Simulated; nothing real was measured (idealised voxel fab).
process module | voxel self aligned vias
cross-section cut | 260 nm wide | cells 5 nm
A cross-section is a grid of square cells, given in bands from the top down. A band is one or more rows of cells.
Each band's line starts with the height of the band's top and of its bottom, in nm. Then come its materials from left to right, each with its width in nm. One material with "throughout" fills the band from edge to edge. "air" is empty space.
Height 0 is the level under which the wafer as received is all one material. The lowest band goes on downwards, as in "0 down".
A width such as "30 to 40" changes by the same amount from each row of cells to the next, from the band's top row to its bottom row.
"no change" after a step means that no cell of the cross-section changed.
closed voids: empty space of 8 cells or more with no open way to the top, each as width x height at its distance from the left edge, in nm
after a step's settings: what the simulator itself notes on the step
overlay nm, on a step with a mask: how far to the right of its planned place the mask lay; to the left if negative
plan
1 op RECEIVE | material Si
2 op CONFORMAL_DEP | material SiO2 | thk nm 10
3 op CONFORMAL_DEP | material SiCN | thk nm 5
4 op DIRECTIONAL_DEP | material lowk | thk nm 20
5 op DIRECTIONAL_DEP | material aC | thk nm 15
6 op PATTERN | tone open | mask id LINES | material resist | width nm 25 | pitch nm 75 | thk nm 35 | overlay nm 0
7 op DIRECTIONAL_ETCH | etch materials aC | depth nm 15
8 op STRIP | etch materials resist
9 op DIRECTIONAL_ETCH | etch materials lowk | depth nm 20
10 op STRIP | etch materials aC
11 op CONFORMAL_DEP | material TiN | thk nm 5
12 op FILL_DEP | material W | thk nm 10
13 op CMP | height nm 35
14 op SELECTIVE_ETCH | etch materials W Ru TiN | depth nm 5
15 op FILL_DEP | material SiN | thk nm 10
16 op CMP | height nm 35
17 op DIRECTIONAL_DEP | material lowk | thk nm 15
18 op MASKED_ETCH | tone open | mask id VIAS | width nm 45 | etch materials lowk | depth nm 15 | overlay nm 0
19 op MASKED_ETCH | tone open | mask id VIAS | width nm 45 | etch materials SiN | depth nm 5 | overlay nm -15
20 op CONFORMAL_DEP | material TiN | thk nm 5
21 op FILL_DEP | material Cu | thk nm 5
22 op CMP | height nm 50
23 op CONFORMAL_DEP | material SiN | thk nm 5
varied across the wafers: overlay nm of step 19. The plan shows the first wafer's value. All wafers start alike
first wafer as received, after step 1
  0 down: Si throughout
  closed voids: none
each wafer at the end: cells of each material gained (+) or lost (-) since it was received, then its closed voids
overlay nm -15 | +16 Cu | +52 SiCN | +58 SiN | +104 SiO2 | +33 TiN | +12 W | +297 lowk | closed voids: none
overlay nm -10 | +17 Cu | +52 SiCN | +57 SiN | +104 SiO2 | +33 TiN | +12 W | +297 lowk | closed voids: none
overlay nm -5 | +17 Cu | +52 SiCN | +57 SiN | +104 SiO2 | +33 TiN | +12 W | +297 lowk | closed voids: none
overlay nm 0 | +17 Cu | +52 SiCN | +57 SiN | +104 SiO2 | +33 TiN | +12 W | +297 lowk | closed voids: none
overlay nm 5 | +17 Cu | +52 SiCN | +57 SiN | +104 SiO2 | +33 TiN | +12 W | +297 lowk | closed voids: none
overlay nm 10 | +17 Cu | +52 SiCN | +57 SiN | +104 SiO2 | +33 TiN | +12 W | +297 lowk | closed voids: none
overlay nm 15 | +16 Cu | +52 SiCN | +58 SiN | +104 SiO2 | +33 TiN | +12 W | +297 lowk | closed voids: none
